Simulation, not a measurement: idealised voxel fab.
Presented below is a process module, voxel tone inversion.
295 nm wide, 5 nm square cells: that's cross-section cut.
A cross-section is written here as square cells arranged in a grid, and it is given in bands from the top down, each band taking up one or more rows of cells.
A band entry consists of two parts. The first gives the height of the band's top and the height of its bottom, in nm. The rest lists the band's materials from left to right, each with its width in nm. A single material labelled with the word "full width" fills the band from edge to edge, and the word "empty" marks empty space.
All heights in this document are referenced to 0, defined as the level beneath which the wafer, as received, consists entirely of one material. The lowest band is not bounded below; it extends indefinitely downward and is written in the form "0 -> down".
When a width is written as two numbers, as in "30->40", the first number is the width in the top row of cells of the band and the second is the width in its bottom row, and the width changes by the same amount from each row to the next.
When a step is marked "all unchanged", none of the cells in the cross-section changed during that step.
"Sealed-off cavities" enumerates empty spaces isolated from the top, with no open way to it, that contain at least 8 cells, giving each as width x height at distance from the left edge, all three in nm.
If you see something after the settings on a step's line, that's the simulator's own remark about that step.
overlay nm: mask right of planned place by this much (step with mask). Neg. = left.
# The process steps that were planned are listed below
1 RECEIVE [material Si]
2 CONFORMAL_DEP [material SiCN] [thk nm 5]
3 DIRECTIONAL_DEP [material aC] [thk nm 25]
4 PATTERN [tone cover] [mask id POSTS] [material resist] [width nm 15] [pitch nm 45] [thk nm 35] [overlay nm 0]
5 DIRECTIONAL_ETCH [etch materials aC] [depth nm 25]
6 STRIP [etch materials resist]
7 FILL_DEP [material SiO2] [thk nm 5]
8 CMP [height nm 30]
9 STRIP [etch materials aC]
# Cross-section: wafer on arrival = after step 1
0 -> down  Si full width
Sealed-off cavities: none
# Wafer at module end, in section. Began as above, planned as above, run with one mistake
30 -> 25  SiO2 full width
25 -> 5  SiO2: 95  aC: 15  SiO2: 30  aC: 15  SiO2: 30  aC: 15  SiO2: 95
5 -> 0  SiCN full width
0 -> down  Si full width
Sealed-off cavities: none
Deviation from plan: step 3 off recipe, ran as DIRECTIONAL_DEP [material aC] [thk nm 20]
